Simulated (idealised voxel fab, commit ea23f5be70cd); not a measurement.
The following is a process module called voxel spacer lines.
Pictured: cross-section cut, 230 nm wide, on a grid of 5 nm square cells.
Reading order for cross-sections: top band down to bottom band. Underlying form: a grid of square cells. Band size: one or more rows of cells. Per band: top height and bottom height in nm, followed by the left-to-right materials and their widths in nm; "throughout" marks a single material spanning edge to edge, "air" marks empty space. Heights are measured from 0, the level below which the as-received wafer is all one material; the lowest band has no bottom and continues downward, written as in "top 0, no bottom". When a width is written as two numbers, as in "30..40", the first number is the width in the top row of cells of the band and the second is the width in its bottom row, and the width changes by the same amount from each row to the next. Take "no alterations made" at face value: in the step it is given for, the cross-section changed in none of its cells. The entry "Enclosed internal voids" lists the empty spaces that cover at least 8 cells and have no open path to the top. Each is written as width x height at distance, where the distance is measured from the left edge and all three values are in nm. Note: text after step settings on the step line = simulator remark on that step. overlay nm: for a step with a mask, the amount by which the mask lay right of where it was planned; a negative amount means left of it.
### Planned process steps
- 1: op RECEIVE | material Si
- 2: op CONFORMAL_DEP | material Al2O3 | thk nm 5
- 3: op DIRECTIONAL_DEP | material SiN | thk nm 20
- 4: op DIRECTIONAL_DEP | material aC | thk nm 20
- 5: op PATTERN | tone cover | mask id MANDREL | material resist | width nm 15 | pitch nm 50 | thk nm 25 | overlay nm 0
- 6: op DIRECTIONAL_ETCH | etch materials aC | depth nm 20
- 7: op STRIP | etch materials resist
- 8: op CONFORMAL_DEP | material SiO2 | thk nm 10
- 9: op DIRECTIONAL_ETCH | etch materials SiO2 | depth nm 5
- 10: op STRIP | etch materials aC
- 11: op DIRECTIONAL_ETCH | etch materials SiN | depth nm 20
- 12: op STRIP | etch materials SiO2
- 13: op FILL_DEP | material lowk | thk nm 10
- 14: op CMP | height nm 25
Don't read the plan's depth nm for step 9 as applying to every wafer: that's the first wafer's value, and the wafers differ in it, though they all start identical.
### Cross-sectional view of the first of several wafers in the as-received condition, corresponding to the state following step 1
    top 0, no bottom = Si throughout
    Enclosed internal voids: none
### Module finished, last step 14 done: cross-section of the first of several wafers
    top 25, bottom 5 = SiN throughout
    top 5, bottom 0 = Al2O3 throughout
    top 0, no bottom = Si throughout
    Enclosed internal voids: none
### Of the several wafers, the last: cross-section at the end of the module
    top 25, bottom 5 = 45 lowk, then 10 SiN, then 15 lowk, then 10 SiN, then 15 lowk, then 10 SiN, then 15 lowk, then 10 SiN, then 15 lowk, then 10 SiN, then 15 lowk, then 10 SiN, then 50 lowk
    top 5, bottom 0 = Al2O3 throughout
    top 0, no bottom = Si throughout
    Enclosed internal voids: none
### Tabulated below, wafer by wafer, are the end-of-module results: for each material, the number of cells gained (+) or lost (-) relative to the as-received state, followed by the closed voids
depth nm 5; +46 Al2O3; +184 SiN; Enclosed internal voids: none
depth nm 10; +46 Al2O3; +48 SiN; +136 lowk; Enclosed internal voids: none
depth nm 15; +46 Al2O3; +48 SiN; +136 lowk; Enclosed internal voids: none
depth nm 20; +46 Al2O3; +48 SiN; +136 lowk; Enclosed internal voids: none
depth nm 25; +46 Al2O3; +48 SiN; +136 lowk; Enclosed internal voids: none
